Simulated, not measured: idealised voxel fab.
The name of this process module is voxel gate over fins.
210 nm wide, 5 nm square cells: that's cross-section cut.
Think of the cross-section as a grid of square cells. We describe it in bands, top to bottom, and each band covers one or more rows of those cells.
What a band's entry tells you: where the top is and where the bottom is, as heights in nm, and after that what lies inside, material by material from left to right, each with its width in nm. Empty space is written as the word "air", and a single material marked with the word "full width" occupies the band from edge to edge.
Where do heights start? At 0: under that level the wafer as delivered is made of one material only. And the lowest band has no floor; it just carries on downward, as in "0 down".
Read "30->40" as a graded width: first number on top, second number at the bottom, same change between each pair of neighbouring rows.
For the purposes of this document, the phrase "no modification" attached to a step denotes that no cell within the cross-section was modified by that step.
Look at "Voids, sealed" for the closed voids: empty spaces with no open path to the top, sized 8 cells or up. Each is width x height at distance, distance from the left edge, all nm.
On each step's line, the part that comes after the settings is the simulator's own comment on the step.
overlay nm, on a step with a mask: how far to the right of its planned place the mask lay; to the left if negative
Intended process steps
1. RECEIVE: material Si
2. CONFORMAL_DEP: material SiN, thk nm 10
3. DIRECTIONAL_DEP: material aC, thk nm 10
4. PATTERN: tone cover, mask id FINS, material resist, width nm 15, pitch nm 55, thk nm 30, overlay nm 0
5. DIRECTIONAL_ETCH: etch materials aC, depth nm 10
6. STRIP: etch materials resist
7. DIRECTIONAL_ETCH: etch materials SiN, depth nm 10
8. DIRECTIONAL_ETCH: etch materials Si, depth nm 35
9. STRIP: etch materials aC
10. FILL_DEP: material SiO2, thk nm 15
11. CMP: height nm 10
12. DIRECTIONAL_DEP: material aC, thk nm 10
13. PATTERN: tone open, mask id RAIL, material resist, width nm 15, thk nm 25, overlay nm 0
14. DIRECTIONAL_ETCH: etch materials aC, depth nm 10
15. STRIP: etch materials resist
16. DIRECTIONAL_ETCH: etch materials SiO2, depth nm 40
17. STRIP: etch materials aC
18. CONFORMAL_DEP: material TiN, thk nm 5
19. FILL_DEP: material W, thk nm 10
20. CMP: height nm 10
21. SELECTIVE_ETCH: etch materials W Ru TiN, depth nm 30
22. FILL_DEP: material SiO2, thk nm 5
23. CMP: height nm 10
24. SELECTIVE_ETCH: etch materials SiO2, depth nm 20
25. STRIP: etch materials SiN
26. CONFORMAL_DEP: material HfO2, thk nm 5
27. CONFORMAL_DEP: material TiN, thk nm 5
28. CONFORMAL_DEP: material TiAl, thk nm 5
29. CONFORMAL_DEP: material TiN, thk nm 5
30. FILL_DEP: material W, thk nm 15
31. CMP: height nm 30
32. CONFORMAL_DEP: material SiCN, thk nm 10
Shown in cross-section is the wafer as received, that is, as it stands after step 1
* 0 down | Si full width
* Voids, sealed: none
Look at the cross-section after the module: the wafer started out the way shown above and the plan was the one shown above, yet one mistake was made along the way
* 40 to 30 | SiCN full width
* 30 to 15 | W full width
* 15 to 5 | W (25); TiN (45); W (10); TiN (45); W (10); TiN (45); W (30)
* 5 to 0 | TiN (35); HfO2 (25); TiN (30); HfO2 (25); TiN (30); HfO2 (25); TiN (40)
* 0 to -5 | TiN (35); HfO2 (5); Si (15); HfO2 (5); TiN (30); HfO2 (5); Si (15); HfO2 (5); TiN (30); HfO2 (5); Si (15); HfO2 (5); TiN (40)
* -5 to -10 | HfO2 (40); Si (15); HfO2 (40); Si (15); HfO2 (40); Si (15); HfO2 (45)
* -10 to -20 | SiO2 (40); Si (15); SiO2 (40); Si (15); SiO2 (40); Si (15); SiO2 (45)
* -20 to -25 | SiO2 (40); Si (15); SiO2 (10); TiN (5); W (5); TiN (5); SiO2 (15); Si (15); SiO2 (40); Si (15); SiO2 (45)
* -25 to -30 | SiO2 (40); Si (15); SiO2 (10); TiN (15); SiO2 (15); Si (15); SiO2 (40); Si (15); SiO2 (45)
* -30 to -35 | SiO2 (40); Si (15); SiO2 (40); Si (15); SiO2 (40); Si (15); SiO2 (45)
* -35 down | Si full width
* Voids, sealed: none
Deviation noted in wafer processing: plan step 28 skipped
